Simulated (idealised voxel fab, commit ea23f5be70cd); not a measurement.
You're looking at the process module voxel self aligned contacts.
Cross-section cut spans 275 nm and uses square cells 5 nm in size.
A cross-section is a grid of square cells, given in bands from the top down. A band is one or more rows of cells.
Band entry format. Leading values: height of top, height of bottom, nm. Remainder: materials in left-to-right order, each with its width in nm. Special words: "all across" on a single material, which then fills the band edge to edge; "empty", empty space.
The reference from which all heights are counted is 0, the level beneath which the as-received wafer is entirely one material; the lowest band, having no lower bound, proceeds downward and is written after the example "z 0 and below".
A two-number width, for instance "30..40", indicates that the width is equal to the first number in the top row of the band and to the second number in the bottom row, and that it changes by a constant amount per row of cells.
Where the words "no change occurred" appear for a step, the cross-section shows no cell changed by that step; every cell remained as before.
Reported under the label "Fully enclosed voids" are the empty spaces having no open way to the top and comprising 8 cells or more; the notation for each is width x height at distance, in which the distance is measured from the left edge and all three values are in nm.
after a step's settings: what the simulator itself notes on the step
Steps that use a mask can have "overlay nm" on their line. It says how far the mask sat to the right of where it was meant to be. Negative means to the left.

THIS SECTION LISTS THE PROCESS STEPS THAT WERE PLANNED
1,RECEIVE | material Si
2,OXIDIZE | depth nm 5
3,DIRECTIONAL_DEP | material polySi | thk nm 25
4,DIRECTIONAL_DEP | material SiN | thk nm 25
5,DIRECTIONAL_DEP | material aC | thk nm 15
6,PATTERN | tone cover | mask id GATE | material resist | width nm 35 | pitch nm 80 | thk nm 30 | overlay nm 0
7,DIRECTIONAL_ETCH | etch materials aC | depth nm 15
8,STRIP | etch materials resist
9,DIRECTIONAL_ETCH | etch materials SiN | depth nm 25
10,DIRECTIONAL_ETCH | etch materials polySi | depth nm 25
11,STRIP | etch materials aC
12,CONFORMAL_DEP | material SiN | thk nm 10
13,DIRECTIONAL_ETCH | etch materials SiN | depth nm 10
14,FILL_DEP | material SiO2 | thk nm 20
15,CMP | height nm 60
16,DIRECTIONAL_DEP | material aC | thk nm 10
17,PATTERN | tone open | mask id CONTACT | material resist | width nm 55 | pitch nm 80 | thk nm 25 | overlay nm 0
18,DIRECTIONAL_ETCH | etch materials aC | depth nm 10
19,STRIP | etch materials resist
20,DIRECTIONAL_ETCH | etch materials SiO2 | depth nm 65
21,STRIP | etch materials aC
22,CONFORMAL_DEP | material TiN | thk nm 5
23,FILL_DEP | material Ru | thk nm 10
24,CMP | height nm 60
25,CONFORMAL_DEP | material SiCN | thk nm 5

THE CROSS-SECTION HERE SHOWS THE WAFER AS RECEIVED, I.E. IN ITS STATE AFTER STEP 1
* z 0 and below: Si all across
* Fully enclosed voids: none

CROSS-SECTION, FIRST OF TWO WAFERS, END OF MODULE, RUN AS PLANNED
* z 65 to 60: SiCN all across
* z 60 to 50: 70 SiO2 / 5..20 TiN / 45..15 Ru / 5..20 TiN / 25 SiO2 / 5..20 TiN / 45..15 Ru / 5..20 TiN / 70 SiO2
* z 50 to 25: 30 SiO2 / 55 SiN / 5 TiN / 15 Ru / 5 TiN / 55 SiN / 5 TiN / 15 Ru / 5 TiN / 55 SiN / 30 SiO2
* z 25 to 0: 30 SiO2 / 10 SiN / 35 polySi / 10 SiN / 5 TiN / 15 Ru / 5 TiN / 10 SiN / 35 polySi / 10 SiN / 5 TiN / 15 Ru / 5 TiN / 10 SiN / 35 polySi / 10 SiN / 30 SiO2
* z 0 to -5: 85 SiO2 / 25 TiN / 55 SiO2 / 25 TiN / 85 SiO2
* z -5 and below: Si all across
* Fully enclosed voids: none

THIS IS THE SECOND OF THE TWO WAFERS, CROSS-SECTIONED AT THE END OF THE MODULE; IT STARTED EXACTLY LIKE THE FIRST AND WAS GIVEN THE SAME PLAN, BUT IT WAS RUN WITH ONE MISTAKE
* z 65 to 60: SiCN all across
* z 60 to 50: 70 SiO2 / 5..20 TiN / 50..15 Ru / 5..25 TiN / 20 SiO2 / 5..20 TiN / 50..15 Ru / 5..25 TiN / 65 SiO2
* z 50 to 25: 30 SiO2 / 55 SiN / 5 TiN / 15 Ru / 5 TiN / 55 SiN / 5 TiN / 15 Ru / 5 TiN / 55 SiN / 30 SiO2
* z 25 to 0: 30 SiO2 / 10 SiN / 35 polySi / 10 SiN / 5 TiN / 15 Ru / 5 TiN / 10 SiN / 35 polySi / 10 SiN / 5 TiN / 15 Ru / 5 TiN / 10 SiN / 35 polySi / 10 SiN / 30 SiO2
* z 0 to -5: 85 SiO2 / 25 TiN / 55 SiO2 / 25 TiN / 85 SiO2
* z -5 and below: Si all across
* Fully enclosed voids: none
What broke from the plan during processing? planned and actual differ for step 17; actual: PATTERN | tone open | mask id CONTACT | material resist | width nm 60 | pitch nm 80 | thk nm 25 | overlay nm 0
It is noted that, at the conclusion of processing, the second wafer exhibits a higher or lower cell count for certain materials relative to the first: +2 Ru, -4 SiO2, +2 TiN
